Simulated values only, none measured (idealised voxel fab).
This is a process module. Its name is voxel transistor to metal.
The figure presents cross-section cut, which has a width of 210 nm and is divided into square cells with an edge length of 5 nm.
Notation: cross-section as square-cell grid; stated in bands, top first, going down; one or more cell rows per band.
It is stipulated that each band's entry specify, in nanometres, the height of the top of the band and then that of its bottom, followed by the materials of the band in left-to-right sequence, each together with its width in nanometres. A single material marked by the word "all across" is understood to fill the band from edge to edge; the word "blank" is understood to denote empty space.
Height is counted from the level 0, under which the received wafer is composed throughout of one material. The lowest of the bands is not closed at the bottom but continues downward, in the notation "0 and below".
Width: "30..40" (first number = top row, second number = bottom row, same change from row to row of cells).
A step reported as "identical to before" is a step in which no cell of the cross-section changed.
If an empty space has no open way to the top and is at least 8 cells in size, "Closed void register" lists it, written width x height at distance, where distance is measured from the left edge and every value is in nm.
On each step's line, the part that comes after the settings is the simulator's own comment on the step.
If you see "overlay nm" on a step's line and that step has a mask, it's telling you how far right of where it was planned the mask ended up; a negative number means it went left instead.

**The planned process steps are enumerated hereunder**
1: RECEIVE,material Si
2: OXIDIZE,depth nm 5
3: CONFORMAL_DEP,material SiN,thk nm 10
4: DIRECTIONAL_DEP,material aC,thk nm 10
5: PATTERN,tone cover,mask id ACTIVE,material resist,width nm 85,thk nm 30,overlay nm 0
6: DIRECTIONAL_ETCH,etch materials aC,depth nm 10
7: STRIP,etch materials resist
8: DIRECTIONAL_ETCH,etch materials SiN,depth nm 10
9: DIRECTIONAL_ETCH,etch materials SiO2,depth nm 5
10: DIRECTIONAL_ETCH,etch materials Si,depth nm 25
11: STRIP,etch materials aC
12: OXIDIZE,depth nm 5
13: FILL_DEP,material SiO2,thk nm 15
14: CMP,height nm 10
15: SELECTIVE_ETCH,etch materials SiO2,depth nm 5
16: STRIP,etch materials SiN
17: SELECTIVE_ETCH,etch materials SiO2,depth nm 5
18: OXIDIZE,depth nm 5
19: DIRECTIONAL_DEP,material polySi,thk nm 25
20: DIRECTIONAL_DEP,material SiCN,thk nm 10
21: DIRECTIONAL_DEP,material aC,thk nm 15
22: PATTERN,tone cover,mask id GATE,material resist,width nm 15,thk nm 35,overlay nm 0
23: DIRECTIONAL_ETCH,etch materials aC,depth nm 15
24: STRIP,etch materials resist
25: DIRECTIONAL_ETCH,etch materials SiCN,depth nm 20
26: DIRECTIONAL_ETCH,etch materials polySi,depth nm 35
27: STRIP,etch materials aC
28: CONFORMAL_DEP,material SiO2,thk nm 5
29: DIRECTIONAL_ETCH,etch materials SiO2,depth nm 5
30: CONFORMAL_DEP,material SiN,thk nm 5
31: DIRECTIONAL_ETCH,etch materials SiN,depth nm 5
32: DIRECTIONAL_ETCH,etch materials SiO2,depth nm 5
33: EPI,material pSi,thk nm 5
34: FILL_DEP,material SiO2,thk nm 10
35: CMP,height nm 30
36: DIRECTIONAL_DEP,material SiO2,thk nm 15
37: PATTERN,tone open,mask id CONTACT,material resist,width nm 25,pitch nm 50,thk nm 20,overlay nm 0
38: DIRECTIONAL_ETCH,etch materials SiO2,depth nm 50
39: STRIP,etch materials resist
40: CONFORMAL_DEP,material TiN,thk nm 5
41: FILL_DEP,material W,thk nm 5
42: CMP,height nm 45
43: CONFORMAL_DEP,material SiN,thk nm 5
44: DIRECTIONAL_DEP,material lowk,thk nm 25
45: DIRECTIONAL_DEP,material aC,thk nm 10
46: PATTERN,tone open,mask id METAL_1,material resist,width nm 15,pitch nm 60,thk nm 25,overlay nm 0
47: DIRECTIONAL_ETCH,etch materials aC,depth nm 10
48: STRIP,etch materials resist
49: DIRECTIONAL_ETCH,etch materials lowk,depth nm 25
50: DIRECTIONAL_ETCH,etch materials SiN,depth nm 5
51: STRIP,etch materials aC
52: CONFORMAL_DEP,material TiN,thk nm 5
53: FILL_DEP,material W,thk nm 10
54: CMP,height nm 75
55: CONFORMAL_DEP,material SiCN,thk nm 5
56: DIRECTIONAL_DEP,material lowk,thk nm 35
57: PATTERN,tone open,mask id METAL_2,material resist,width nm 15,pitch nm 60,thk nm 20,overlay nm 0
58: DIRECTIONAL_ETCH,etch materials lowk,depth nm 20
59: STRIP,etch materials resist
60: PATTERN,tone open,mask id METAL_2_HOLES,material resist,width nm 15,pitch nm 60,thk nm 15,overlay nm 0
61: DIRECTIONAL_ETCH,etch materials lowk,depth nm 15
62: DIRECTIONAL_ETCH,etch materials SiCN,depth nm 5
63: STRIP,etch materials resist
64: CONFORMAL_DEP,material TiN,thk nm 5
65: FILL_DEP,material Cu,thk nm 5
66: CMP,height nm 115
67: CONFORMAL_DEP,material SiN,thk nm 5

**Here's what the wafer looked like in cross-section when it arrived - that's after step 1**
  0 and below  Si all across
  Closed void register: none

**Cross-sectional image of the first of two wafers at the end of the module, the run having proceeded as planned**
  120 down to 115  SiN all across
  115 down to 80  65 lowk, then 5 TiN, then 5 Cu, then 5 TiN, then 45 lowk, then 5 TiN, then 5 Cu, then 5 TiN, then 70 lowk
  80 down to 75  65 SiCN, then 15 TiN, then 45 SiCN, then 15 TiN, then 70 SiCN
  75 down to 50  65 lowk, then 5 TiN, then 5 W, then 5 TiN, then 45 lowk, then 5 TiN, then 5 W, then 5 TiN, then 70 lowk
  50 down to 45  65 SiN, then 15 TiN, then 45 SiN, then 15 TiN, then 70 SiN
  45 down to 35  65 SiO2, then 5 TiN, then 15 W, then 5 TiN, then 25 SiO2, then 5 TiN, then 15 W, then 5 TiN, then 70 SiO2
  35 down to 30  65 SiO2, then 5 TiN, then 10 W, then 10 TiN, then 25 SiO2, then 10 TiN, then 10 W, then 5 TiN, then 70 SiO2
  30 down to 20  65 SiO2, then 5 TiN, then 10 W, then 5 TiN, then 5 SiN, then 5 SiO2, then 15 SiCN, then 5 SiO2, then 5 SiN, then 5 TiN, then 10 W, then 5 TiN, then 70 SiO2
  20 down to 0  65 SiO2, then 5 TiN, then 10 W, then 5 TiN, then 5 SiN, then 5 SiO2, then 15 polySi, then 5 SiO2, then 5 SiN, then 5 TiN, then 10 W, then 5 TiN, then 70 SiO2
  0 down to -5  60 SiO2, then 5 SiN, then 20 TiN, then 5 SiN, then 5 SiO2, then 15 polySi, then 5 SiO2, then 5 SiN, then 20 TiN, then 5 SiN, then 65 SiO2
  -5 down to -10  65 SiO2, then 20 pSi, then 35 SiO2, then 20 pSi, then 70 SiO2
  -10 down to -35  65 SiO2, then 75 Si, then 70 SiO2
  -35 and below  Si all across
  Closed void register: none

**Cross-sectional view: second of two wafers, end of module; start and plan identical to the first, one mistake in running**
  120 down to 115  SiN all across
  115 down to 80  65 lowk, then 5 TiN, then 5 Cu, then 5 TiN, then 45 lowk, then 5 TiN, then 5 Cu, then 5 TiN, then 70 lowk
  80 down to 75  65 SiCN, then 15 TiN, then 45 SiCN, then 15 TiN, then 70 SiCN
  75 down to 50  65 lowk, then 5 TiN, then 5 W, then 5 TiN, then 45 lowk, then 5 TiN, then 5 W, then 5 TiN, then 70 lowk
  50 down to 45  65 SiN, then 15 TiN, then 45 SiN, then 15 TiN, then 70 SiN
  45 down to 35  65 SiO2, then 5 TiN, then 20 W, then 5 TiN, then 20 SiO2, then 5 TiN, then 20 W, then 5 TiN, then 65 SiO2
  35 down to 30  65 SiO2, then 5 TiN, then 10 W, then 15 TiN, then 20 SiO2, then 10 TiN, then 15 W, then 5 TiN, then 65 SiO2
  30 down to 20  65 SiO2, then 5 TiN, then 10 W, then 5 TiN, then 5 SiN, then 5 TiN, then 15 SiCN, then 5 SiO2, then 5 SiN, then 5 TiN, then 15 W, then 5 TiN, then 65 SiO2
  20 down to 5  65 SiO2, then 5 TiN, then 10 W, then 5 TiN, then 5 SiN, then 5 TiN, then 15 polySi, then 5 SiO2, then 5 SiN, then 5 TiN, then 15 W, then 5 TiN, then 65 SiO2
  5 down to 0  65 SiO2, then 5 TiN, then 10 W, then 5 TiN, then 5 SiN, then 5 TiN, then 15 polySi, then 5 SiO2, then 5 SiN, then 5 TiN, then 10 W, then 10 TiN, then 65 SiO2
  0 down to -5  60 SiO2, then 5 SiN, then 20 TiN, then 5 SiN, then 5 TiN, then 15 polySi, then 5 SiO2, then 5 SiN, then 20 TiN, then 5 SiN, then 65 SiO2
  -5 down to -10  65 SiO2, then 20 pSi, then 35 SiO2, then 20 pSi, then 70 SiO2
  -10 down to -35  65 SiO2, then 75 Si, then 70 SiO2
  -35 and below  Si all across
  Closed void register: none
what went wrong: step 37, actual vs plan mismatch, actual run PATTERN,tone open,mask id CONTACT,material resist,width nm 30,pitch nm 50,thk nm 20,overlay nm 0
Final tally in cells, some materials are higher or lower on the second wafer than on the first: SiO2: 19 fewer; TiN: 9 more; W: 10 more
